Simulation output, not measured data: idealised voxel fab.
Module name: voxel released beams (process module)
Square cells of 5 nm make up the cross-section cut, whose width is 200 nm.
How to read a cross-section here: the picture is a grid of square cells, written as bands going from the top down, and any band can span one or more rows of cells. Top height, bottom height, nm. Materials left to right, width each, nm. Single material + "all across" = fills band edge to edge. "empty" = empty. All heights in this document are referenced to 0, defined as the level beneath which the wafer, as received, consists entirely of one material. The lowest band is not bounded below; it extends indefinitely downward and is written in the form "top 0, no bottom". Width: "30..40" (first number = top row, second number = bottom row, same change from row to row of cells). For the purposes of this document, the phrase "stayed the same" attached to a step denotes that no cell within the cross-section was modified by that step. Voids not open to the top, 8 cells minimum: see "Cavities, closed". Written width x height at distance; distance is from the left edge; nm. Whatever follows a step's settings on its line is a remark the simulator itself makes about that step. overlay nm: on a step with a mask, how far right of its planned place the mask lay; negative means left. Structure of the following material. The material consists of pairs of cross-sections. Each pair comprises the cross-section before one process step and the cross-section after that step, the latter shown only down to the lowest band that changed. The step between the cross-sections is specified beneath each pair, including its settings. Pairs are not necessarily consecutive: they may derive from different runs of this module performed on the same starting wafer. Continuity with the pair above is to be assumed only where the entry headed "State before" of the pair in question states it.

State before
- top 0, no bottom: Si all across
- Cavities, closed: none

Resulting Structure
- top 5, bottom 0: SiN all across
- Under the height 0 nothing was changed.
- Cavities, closed: none
Can you say which step sits between the two cross-sections above? CONFORMAL_DEP (material SiN; thk nm 5)

State before: check the pair just above; its after cross-section is our before state.

Resulting Structure
- top 20, bottom 5: SiO2 all across
- Under the height 5 nothing was changed.
- Cavities, closed: none
Can you say which step sits between the two cross-sections above? DIRECTIONAL_DEP (material SiO2; thk nm 15)

State before: check the pair just above; its after cross-section is our before state.

Resulting Structure
- top 35, bottom 20: aC all across
- Under the height 20 nothing was changed.
- Cavities, closed: none
Can you say which step sits between the two cross-sections above? DIRECTIONAL_DEP (material aC; thk nm 15)

State before: check the pair just above; its after cross-section is our before state.

Resulting Structure
- top 65, bottom 35: resist=55 | empty=45 | resist=100
- Under the height 35 nothing was changed.
- Cavities, closed: none
Can you say which step sits between the two cross-sections above? PATTERN (tone open; mask id ANCHOR; material resist; width nm 45; thk nm 30; overlay nm 0)

State before: check the pair just above; its after cross-section is our before state.

Resulting Structure
- top 50, bottom 35: resist=55 | empty=45 | resist=100
- top 35, bottom 20: aC=55 | empty=45 | aC=100
- Under the height 20 nothing was changed.
- Cavities, closed: none
Can you say which step sits between the two cross-sections above? DIRECTIONAL_ETCH (etch materials aC; depth nm 15)

State before: check the pair just above; its after cross-section is our before state.

Resulting Structure
- top 35, bottom 20: aC=55 | empty=45 | aC=100
- Under the height 20 nothing was changed.
- Cavities, closed: none
Can you say which step sits between the two cross-sections above? STRIP (etch materials resist)

State before: check the pair just above; its after cross-section is our before state.

Resulting Structure
- top 35, bottom 20: aC=55 | empty=45 | aC=100
- top 20, bottom 5: SiO2=55 | empty=45 | SiO2=100
- Under the height 5 nothing was changed.
- Cavities, closed: none
Can you say which step sits between the two cross-sections above? DIRECTIONAL_ETCH (etch materials SiO2; depth nm 15)

State before: check the pair just above; its after cross-section is our before state.

Resulting Structure
- top 20, bottom 5: SiO2=55 | empty=45 | SiO2=100
- Under the height 5 nothing was changed.
- Cavities, closed: none
Can you say which step sits between the two cross-sections above? STRIP (etch materials aC)

State before: check the pair just above; its after cross-section is our before state.

Resulting Structure
- top 35, bottom 20: W=70 | empty=15 | W=115
- top 20, bottom 5: SiO2=55 | W=45 | SiO2=100
- Under the height 5 nothing was changed.
- Cavities, closed: none
Can you say which step sits between the two cross-sections above? CONFORMAL_DEP (material W; thk nm 15)

State before: check the pair just above; its after cross-section is our before state.

Resulting Structure
- top 55, bottom 35: empty=50 | resist=90 | empty=60
- top 35, bottom 20: W=70 | resist=15 | W=115
- Under the height 20 nothing was changed.
- Cavities, closed: none
Can you say which step sits between the two cross-sections above? PATTERN (tone cover; mask id BEAM; material resist; width nm 90; thk nm 20; overlay nm 0)

State before: check the pair just above; its after cross-section is our before state.

Resulting Structure
- top 55, bottom 35: empty=50 | resist=90 | empty=60
- top 35, bottom 20: empty=50 | W=20 | resist=15 | W=55 | empty=60
- Under the height 20 nothing was changed.
- Cavities, closed: none
Can you say which step sits between the two cross-sections above? DIRECTIONAL_ETCH (etch materials W; depth nm 15)

State before: check the pair just above; its after cross-section is our before state.

Resulting Structure
- top 35, bottom 20: empty=50 | W=20 | empty=15 | W=55 | empty=60
- Under the height 20 nothing was changed.
- Cavities, closed: none
Can you say which step sits between the two cross-sections above? STRIP (etch materials resist)

State before: check the pair just above; its after cross-section is our before state.

Resulting Structure
- top 35, bottom 20: empty=50 | W=20 | empty=15 | W=55 | empty=60
- top 20, bottom 5: empty=55 | W=45 | empty=100
- Under the height 5 nothing was changed.
- Cavities, closed: none
Can you say which step sits between the two cross-sections above? STRIP (etch materials SiO2)

State before
- top 0, no bottom: Si all across
- Cavities, closed: none

Resulting Structure
- top 15, bottom 0: SiO2 all across
- Under the height 0 nothing was changed.
- Cavities, closed: none
Can you say which step sits between the two cross-sections above? DIRECTIONAL_DEP (material SiO2; thk nm 15)

State before: check the pair just above; its after cross-section is our before state.

Resulting Structure
- top 30, bottom 15: aC all across
- Under the height 15 nothing was changed.
- Cavities, closed: none
Can you say which step sits between the two cross-sections above? DIRECTIONAL_DEP (material aC; thk nm 15)

State before: check the pair just above; its after cross-section is our before state.

Resulting Structure
- top 60, bottom 30: resist=55 | empty=45 | resist=100
- Under the height 30 nothing was changed.
- Cavities, closed: none
Can you say which step sits between the two cross-sections above? PATTERN (tone open; mask id ANCHOR; material resist; width nm 45; thk nm 30; overlay nm 0)

State before: check the pair just above; its after cross-section is our before state.

Resulting Structure
- top 45, bottom 30: resist=55 | empty=45 | resist=100
- top 30, bottom 15: aC=55 | empty=45 | aC=100
- Under the height 15 nothing was changed.
- Cavities, closed: none
Can you say which step sits between the two cross-sections above? DIRECTIONAL_ETCH (etch materials aC; depth nm 15)

State before: check the pair just above; its after cross-section is our before state.

Resulting Structure
- top 30, bottom 15: aC=55 | empty=45 | aC=100
- Under the height 15 nothing was changed.
- Cavities, closed: none
Can you say which step sits between the two cross-sections above? STRIP (etch materials resist)

State before: check the pair just above; its after cross-section is our before state.

Resulting Structure
- top 30, bottom 15: aC=55 | empty=45 | aC=100
- top 15, bottom 0: SiO2=55 | empty=45 | SiO2=100
- Under the height 0 nothing was changed.
- Cavities, closed: none
Can you say which step sits between the two cross-sections above? DIRECTIONAL_ETCH (etch materials SiO2; depth nm 15)

State before: check the pair just above; its after cross-section is our before state.

Resulting Structure
- top 15, bottom 0: SiO2=55 | empty=45 | SiO2=100
- Under the height 0 nothing was changed.
- Cavities, closed: none
Can you say which step sits between the two cross-sections above? STRIP (etch materials aC)

State before: check the pair just above; its after cross-section is our before state.

Resulting Structure
- top 30, bottom 15: W=70 | empty=15 | W=115
- top 15, bottom 0: SiO2=55 | W=45 | SiO2=100
- Under the height 0 nothing was changed.
- Cavities, closed: none
Can you say which step sits between the two cross-sections above? CONFORMAL_DEP (material W; thk nm 15)

State before: check the pair just above; its after cross-section is our before state.

Resulting Structure
- top 50, bottom 30: empty=50 | resist=90 | empty=60
- top 30, bottom 15: W=70 | resist=15 | W=115
- Under the height 15 nothing was changed.
- Cavities, closed: none
Can you say which step sits between the two cross-sections above? PATTERN (tone cover; mask id BEAM; material resist; width nm 90; thk nm 20; overlay nm 0)

State before: check the pair just above; its after cross-section is our before state.

Resulting Structure
- top 50, bottom 30: empty=50 | resist=90 | empty=60
- top 30, bottom 15: empty=50 | W=20 | resist=15 | W=55 | empty=60
- Under the height 15 nothing was changed.
- Cavities, closed: none
Can you say which step sits between the two cross-sections above? DIRECTIONAL_ETCH (etch materials W; depth nm 15)

State before: check the pair just above; its after cross-section is our before state.

Resulting Structure
- top 30, bottom 15: empty=50 | W=20 | empty=15 | W=55 | empty=60
- Under the height 15 nothing was changed.
- Cavities, closed: none
Can you say which step sits between the two cross-sections above? STRIP (etch materials resist)

State before: check the pair just above; its after cross-section is our before state.

Resulting Structure
- top 30, bottom 15: empty=50 | W=20 | empty=15 | W=55 | empty=60
- top 15, bottom 0: empty=55 | W=45 | empty=100
- Under the height 0 nothing was changed.
- Cavities, closed: none
Can you say which step sits between the two cross-sections above? STRIP (etch materials SiO2)

State before
- top 35, bottom 20: W=70 | empty=15 | W=115
- top 20, bottom 5: SiO2=55 | W=45 | SiO2=100
- top 5, bottom 0: SiN all across
- top 0, no bottom: Si all across
- Cavities, closed: none

Resulting Structure
- top 50, bottom 20: W all across
- Under the height 20 nothing was changed.
- Cavities, closed: none
Can you say which step sits between the two cross-sections above? CONFORMAL_DEP (material W; thk nm 15)

State before: check the pair just above; its after cross-section is our before state.

Resulting Structure
- top 70, bottom 50: empty=50 | resist=90 | empty=60
- Under the height 50 nothing was changed.
- Cavities, closed: none
Can you say which step sits between the two cross-sections above? PATTERN (tone cover; mask id BEAM; material resist; width nm 90; thk nm 20; overlay nm 0)

State before: check the pair just above; its after cross-section is our before state.

Resulting Structure
- top 70, bottom 50: empty=50 | resist=90 | empty=60
- top 50, bottom 35: empty=50 | W=90 | empty=60
- Under the height 35 nothing was changed.
- Cavities, closed: none
Can you say which step sits between the two cross-sections above? DIRECTIONAL_ETCH (etch materials W; depth nm 15)

State before: check the pair just above; its after cross-section is our before state.

Resulting Structure
- top 50, bottom 35: empty=50 | W=90 | empty=60
- Under the height 35 nothing was changed.
- Cavities, closed: none
Can you say which step sits between the two cross-sections above? STRIP (etch materials resist)

State before
- top 15, bottom 0: SiO2 all across
- top 0, no bottom: Si all across
- Cavities, closed: none

Resulting Structure
- top 20, bottom 15: SiN all across
- Under the height 15 nothing was changed.
- Cavities, closed: none
Can you say which step sits between the two cross-sections above? CONFORMAL_DEP (material SiN; thk nm 5)

State before: check the pair just above; its after cross-section is our before state.

Resulting Structure
- top 35, bottom 20: aC all across
- Under the height 20 nothing was changed.
- Cavities, closed: none
Can you say which step sits between the two cross-sections above? DIRECTIONAL_DEP (material aC; thk nm 15)

State before: check the pair just above; its after cross-section is our before state.

Resulting Structure
- top 65, bottom 35: resist=55 | empty=45 | resist=100
- Under the height 35 nothing was changed.
- Cavities, closed: none
Can you say which step sits between the two cross-sections above? PATTERN (tone open; mask id ANCHOR; material resist; width nm 45; thk nm 30; overlay nm 0)

State before: check the pair just above; its after cross-section is our before state.

Resulting Structure
- top 50, bottom 35: resist=55 | empty=45 | resist=100
- top 35, bottom 20: aC=55 | empty=45 | aC=100
- Under the height 20 nothing was changed.
- Cavities, closed: none
Can you say which step sits between the two cross-sections above? DIRECTIONAL_ETCH (etch materials aC; depth nm 15)

State before: check the pair just above; its after cross-section is our before state.

Resulting Structure
- top 35, bottom 20: aC=55 | empty=45 | aC=100
- Under the height 20 nothing was changed.
- Cavities, closed: none
Can you say which step sits between the two cross-sections above? STRIP (etch materials resist)

State before: check the pair just above; its after cross-section is our before state.

Resulting Structure
- top 20, bottom 15: SiN all across
- Under the height 15 nothing was changed.
- Cavities, closed: none
Can you say which step sits between the two cross-sections above? STRIP (etch materials aC)

State before: check the pair just above; its after cross-section is our before state.

Resulting Structure
- top 35, bottom 20: W all across
- Under the height 20 nothing was changed.
- Cavities, closed: none
Can you say which step sits between the two cross-sections above? CONFORMAL_DEP (material W; thk nm 15)

State before: check the pair just above; its after cross-section is our before state.

Resulting Structure
- top 55, bottom 35: empty=50 | resist=90 | empty=60
- Under the height 35 nothing was changed.
- Cavities, closed: none
Can you say which step sits between the two cross-sections above? PATTERN (tone cover; mask id BEAM; material resist; width nm 90; thk nm 20; overlay nm 0)

State before: check the pair just above; its after cross-section is our before state.

Resulting Structure
- top 55, bottom 35: empty=50 | resist=90 | empty=60
- top 35, bottom 20: empty=50 | W=90 | empty=60
- Under the height 20 nothing was changed.
- Cavities, closed: none
Can you say which step sits between the two cross-sections above? DIRECTIONAL_ETCH (etch materials W; depth nm 15)

State before: check the pair just above; its after cross-section is our before state.

Resulting Structure
- top 35, bottom 20: empty=50 | W=90 | empty=60
- Under the height 20 nothing was changed.
- Cavities, closed: none
Can you say which step sits between the two cross-sections above? STRIP (etch materials resist)

State before
- top 55, bottom 35: empty=50 | resist=90 | empty=60
- top 35, bottom 20: W=70 | resist=15 | W=115
- top 20, bottom 5: SiO2=55 | W=45 | SiO2=100
- top 5, bottom 0: SiN all across
- top 0, no bottom: Si all across
- Cavities, closed: none

Resulting Structure
- top 55, bottom 35: empty=50 | resist=90 | empty=60
- top 35, bottom 30: empty=50 | W=20 | resist=15 | W=55 | empty=60
- Under the height 30 nothing was changed.
- Cavities, closed: none
Can you say which step sits between the two cross-sections above? DIRECTIONAL_ETCH (etch materials W; depth nm 5)

State before: check the pair just above; its after cross-section is our before state.

Resulting Structure
- top 35, bottom 30: empty=50 | W=20 | empty=15 | W=55 | empty=60
- top 30, bottom 20: W=70 | empty=15 | W=115
- Under the height 20 nothing was changed.
- Cavities, closed: none
Can you say which step sits between the two cross-sections above? STRIP (etch materials resist)

State before
- top 35, bottom 20: aC all across
- top 20, bottom 5: SiO2 all across
- top 5, bottom 0: SiN all across
- top 0, no bottom: Si all across
- Cavities, closed: none

Resulting Structure
- top 65, bottom 35: resist=60 | empty=35 | resist=105
- Under the height 35 nothing was changed.
- Cavities, closed: none
Can you say which step sits between the two cross-sections above? PATTERN (tone open; mask id ANCHOR; material resist; width nm 35; thk nm 30; overlay nm 0)

State before: check the pair just above; its after cross-section is our before state.

Resulting Structure
- top 50, bottom 35: resist=60 | empty=35 | resist=105
- top 35, bottom 20: aC=60 | empty=35 | aC=105
- Under the height 20 nothing was changed.
- Cavities, closed: none
Can you say which step sits between the two cross-sections above? DIRECTIONAL_ETCH (etch materials aC; depth nm 15)

State before: check the pair just above; its after cross-section is our before state.

Resulting Structure
- top 35, bottom 20: aC=60 | empty=35 | aC=105
- Under the height 20 nothing was changed.
- Cavities, closed: none
Can you say which step sits between the two cross-sections above? STRIP (etch materials resist)

State before: check the pair just above; its after cross-section is our before state.

Resulting Structure
- top 35, bottom 20: aC=60 | empty=35 | aC=105
- top 20, bottom 5: SiO2=60 | empty=35 | SiO2=105
- Under the height 5 nothing was changed.
- Cavities, closed: none
Can you say which step sits between the two cross-sections above? DIRECTIONAL_ETCH (etch materials SiO2; depth nm 15)

State before: check the pair just above; its after cross-section is our before state.

Resulting Structure
- top 20, bottom 5: SiO2=60 | empty=35 | SiO2=105
- Under the height 5 nothing was changed.
- Cavities, closed: none
Can you say which step sits between the two cross-sections above? STRIP (etch materials aC)

State before: check the pair just above; its after cross-section is our before state.

Resulting Structure
- top 35, bottom 20: W=75 | empty=5 | W=120
- top 20, bottom 5: SiO2=60 | W=35 | SiO2=105
- Under the height 5 nothing was changed.
- Cavities, closed: none
Can you say which step sits between the two cross-sections above? CONFORMAL_DEP (material W; thk nm 15)

State before: check the pair just above; its after cross-section is our before state.

Resulting Structure
- top 55, bottom 35: empty=50 | resist=90 | empty=60
- top 35, bottom 20: W=75 | resist=5 | W=120
- Under the height 20 nothing was changed.
- Cavities, closed: none
Can you say which step sits between the two cross-sections above? PATTERN (tone cover; mask id BEAM; material resist; width nm 90; thk nm 20; overlay nm 0)

State before: check the pair just above; its after cross-section is our before state.

Resulting Structure
- top 55, bottom 35: empty=50 | resist=90 | empty=60
- top 35, bottom 20: empty=50 | W=25 | resist=5 | W=60 | empty=60
- Under the height 20 nothing was changed.
- Cavities, closed: none
Can you say which step sits between the two cross-sections above? DIRECTIONAL_ETCH (etch materials W; depth nm 15)

State before: check the pair just above; its after cross-section is our before state.

Resulting Structure
- top 35, bottom 20: empty=50 | W=25 | empty=5 | W=60 | empty=60
- Under the height 20 nothing was changed.
- Cavities, closed: none
Can you say which step sits between the two cross-sections above? STRIP (etch materials resist)

State before: check the pair just above; its after cross-section is our before state.

Resulting Structure
- top 35, bottom 20: empty=50 | W=25 | empty=5 | W=60 | empty=60
- top 20, bottom 5: empty=60 | W=35 | empty=105
- Under the height 5 nothing was changed.
- Cavities, closed: none
Can you say which step sits between the two cross-sections above? STRIP (etch materials SiO2)

State before
- top 35, bottom 20: W=70 | empty=15 | W=115
- top 20, bottom 5: SiO2=55 | W=45 | SiO2=100
- top 5, bottom 0: SiN all across
- top 0, no bottom: Si all across
- Cavities, closed: none

Resulting Structure
- top 55, bottom 35: empty=40 | resist=90 | empty=70
- top 35, bottom 20: W=70 | resist=15 | W=115
- Under the height 20 nothing was changed.
- Cavities, closed: none
Can you say which step sits between the two cross-sections above? PATTERN (tone cover; mask id BEAM; material resist; width nm 90; thk nm 20; overlay nm -10)

State before: check the pair just above; its after cross-section is our before state.

Resulting Structure
- top 55, bottom 35: empty=40 | resist=90 | empty=70
- top 35, bottom 20: empty=40 | W=30 | resist=15 | W=45 | empty=70
- Under the height 20 nothing was changed.
- Cavities, closed: none
Can you say which step sits between the two cross-sections above? DIRECTIONAL_ETCH (etch materials W; depth nm 15)

State before: check the pair just above; its after cross-section is our before state.

Resulting Structure
- top 35, bottom 20: empty=40 | W=30 | empty=15 | W=45 | empty=70
- Under the height 20 nothing was changed.
- Cavities, closed: none
Can you say which step sits between the two cross-sections above? STRIP (etch materials resist)

State before: check the pair just above; its after cross-section is our before state.

Resulting Structure
- top 35, bottom 20: empty=40 | W=30 | empty=15 | W=45 | empty=70
- top 20, bottom 5: empty=55 | W=45 | empty=100
- Under the height 5 nothing was changed.
- Cavities, closed: none
Can you say which step sits between the two cross-sections above? STRIP (etch materials SiO2)

State before
- top 20, bottom 5: SiO2=55 | empty=45 | SiO2=100
- top 5, bottom 0: SiN all across
- top 0, no bottom: Si all across
- Cavities, closed: none

Resulting Structure
- top 35, bottom 20: SiN=70 | empty=15 | SiN=115
- top 20, bottom 5: SiO2=55 | SiN=45 | SiO2=100
- Under the height 5 nothing was changed.
- Cavities, closed: none
Can you say which step sits between the two cross-sections above? CONFORMAL_DEP (material SiN; thk nm 15)

State before: check the pair just above; its after cross-section is our before state.

Resulting Structure
- top 55, bottom 35: empty=50 | resist=90 | empty=60
- top 35, bottom 20: SiN=70 | resist=15 | SiN=115
- Under the height 20 nothing was changed.
- Cavities, closed: none
Can you say which step sits between the two cross-sections above? PATTERN (tone cover; mask id BEAM; material resist; width nm 90; thk nm 20; overlay nm 0)

State before: check the pair just above; its after cross-section is our before state.

Resulting Structure
- top 35, bottom 20: SiN=70 | empty=15 | SiN=115
- Under the height 20 nothing was changed.
- Cavities, closed: none
Can you say which step sits between the two cross-sections above? STRIP (etch materials resist)

State before
- top 35, bottom 20: aC all across
- top 20, bottom 5: SiO2 all across
- top 5, bottom 0: SiN all across
- top 0, no bottom: Si all across
- Cavities, closed: none

Resulting Structure
- top 65, bottom 35: empty=55 | resist=45 | empty=100
- Under the height 35 nothing was changed.
- Cavities, closed: none
Can you say which step sits between the two cross-sections above? PATTERN (tone cover; mask id ANCHOR; material resist; width nm 45; thk nm 30; overlay nm 0)

State before: check the pair just above; its after cross-section is our before state.

Resulting Structure
- top 50, bottom 35: empty=55 | resist=45 | empty=100
- top 35, bottom 20: empty=55 | aC=45 | empty=100
- Under the height 20 nothing was changed.
- Cavities, closed: none
Can you say which step sits between the two cross-sections above? DIRECTIONAL_ETCH (etch materials aC; depth nm 15)

State before: check the pair just above; its after cross-section is our before state.

Resulting Structure
- top 35, bottom 20: empty=55 | aC=45 | empty=100
- Under the height 20 nothing was changed.
- Cavities, closed: none
Can you say which step sits between the two cross-sections above? STRIP (etch materials resist)

State before: check the pair just above; its after cross-section is our before state.

Resulting Structure
- top 35, bottom 20: empty=55 | aC=45 | empty=100
- top 20, bottom 5: empty=55 | SiO2=45 | empty=100
- Under the height 5 nothing was changed.
- Cavities, closed: none
Can you say which step sits between the two cross-sections above? DIRECTIONAL_ETCH (etch materials SiO2; depth nm 15)

State before: check the pair just above; its after cross-section is our before state.

Resulting Structure
- top 20, bottom 5: empty=55 | SiO2=45 | empty=100
- Under the height 5 nothing was changed.
- Cavities, closed: none
Can you say which step sits between the two cross-sections above? STRIP (etch materials aC)

State before: check the pair just above; its after cross-section is our before state.

Resulting Structure
- top 35, bottom 20: empty=40 | W=75 | empty=85
- top 20, bottom 5: W=55 | SiO2=45 | W=100
- Under the height 5 nothing was changed.
- Cavities, closed: none
Can you say which step sits between the two cross-sections above? CONFORMAL_DEP (material W; thk nm 15)

State before: check the pair just above; its after cross-section is our before state.

Resulting Structure
- top 55, bottom 35: empty=50 | resist=90 | empty=60
- top 35, bottom 20: empty=40 | W=75 | resist=25 | empty=60
- Under the height 20 nothing was changed.
- Cavities, closed: none
Can you say which step sits between the two cross-sections above? PATTERN (tone cover; mask id BEAM; material resist; width nm 90; thk nm 20; overlay nm 0)

State before: check the pair just above; its after cross-section is our before state.

Resulting Structure
- top 55, bottom 35: empty=50 | resist=90 | empty=60
- top 35, bottom 20: empty=50 | W=65 | resist=25 | empty=60
- top 20, bottom 5: empty=40 | W=15 | SiO2=45 | W=40 | empty=60
- Under the height 5 nothing was changed.
- Cavities, closed: none
Can you say which step sits between the two cross-sections above? DIRECTIONAL_ETCH (etch materials W; depth nm 15)

State before: check the pair just above; its after cross-section is our before state.

Resulting Structure
- top 35, bottom 20: empty=50 | W=65 | empty=85
- Under the height 20 nothing was changed.
- Cavities, closed: none
Can you say which step sits between the two cross-sections above? STRIP (etch materials resist)
